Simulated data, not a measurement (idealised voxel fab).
Proc. module: voxel tone inversion
The figure presents cross-section cut, which has a width of 240 nm and is divided into square cells with an edge length of 5 nm.
A cross-section is written here as square cells arranged in a grid, and it is given in bands from the top down, each band taking up one or more rows of cells.
A band entry consists of two parts. The first gives the height of the band's top and the height of its bottom, in nm. The rest lists the band's materials from left to right, each with its width in nm. A single material labelled with the word "all across" fills the band from edge to edge, and the word "air" marks empty space.
Heights are measured from 0, the level below which the as-received wafer is all one material; the lowest band has no bottom and continues downward, written as in "0 and below".
Graded width ("30..40"): value in top row of band = first number; value in bottom row = second number; row-to-row change constant.
A step reported as "no modifications" is a step in which no cell of the cross-section changed.
The entry titled "Entrapped void list" provides the empty spaces that have no open way to the top, restricted to those of 8 cells or more. Each is presented as width x height at distance, the distance being measured from the left edge, with all three in nm.
Where a step's line continues beyond its settings, the continuation is a remark by the simulator itself on that step.
A step's line can hold "overlay nm"; with a mask on that step, the setting says how far right of the planned place the mask lay, while a negative setting says it lay to the left.
Set out below are the planned steps of the process:
| 1 | RECEIVE | material Si |
| 2 | CONFORMAL_DEP | material SiN | thk nm 10 |
| 3 | DIRECTIONAL_DEP | material aC | thk nm 15 |
| 4 | PATTERN | tone cover | mask id POSTS | material resist | width nm 25 | pitch nm 40 | thk nm 25 | overlay nm 0 |
| 5 | DIRECTIONAL_ETCH | etch materials aC | depth nm 15 |
| 6 | STRIP | etch materials resist |
| 7 | FILL_DEP | material lowk | thk nm 5 |
| 8 | CMP | height nm 25 |
| 9 | STRIP | etch materials aC |
| 10 | CONFORMAL_DEP | material TiN | thk nm 5 |
| 11 | FILL_DEP | material Cu | thk nm 5 |
| 12 | CMP | height nm 25 |
| 13 | CONFORMAL_DEP | material SiN | thk nm 5 |
Cross-section of the wafer at receipt, which is the condition after step 1:
	0 and below | Si all across
	Entrapped void list: none
Post-module cross-section: identical start and plan to those above, one misstep in execution:
	30 down to 15 | SiN all across
	15 down to 0 | aC all across
	0 and below | Si all across
	Entrapped void list: none
Heads up, the wafer didn't run the way we planned it: the executed order of steps 2 and 3 is the reverse of that specified in the plan, each step having taken the other's position
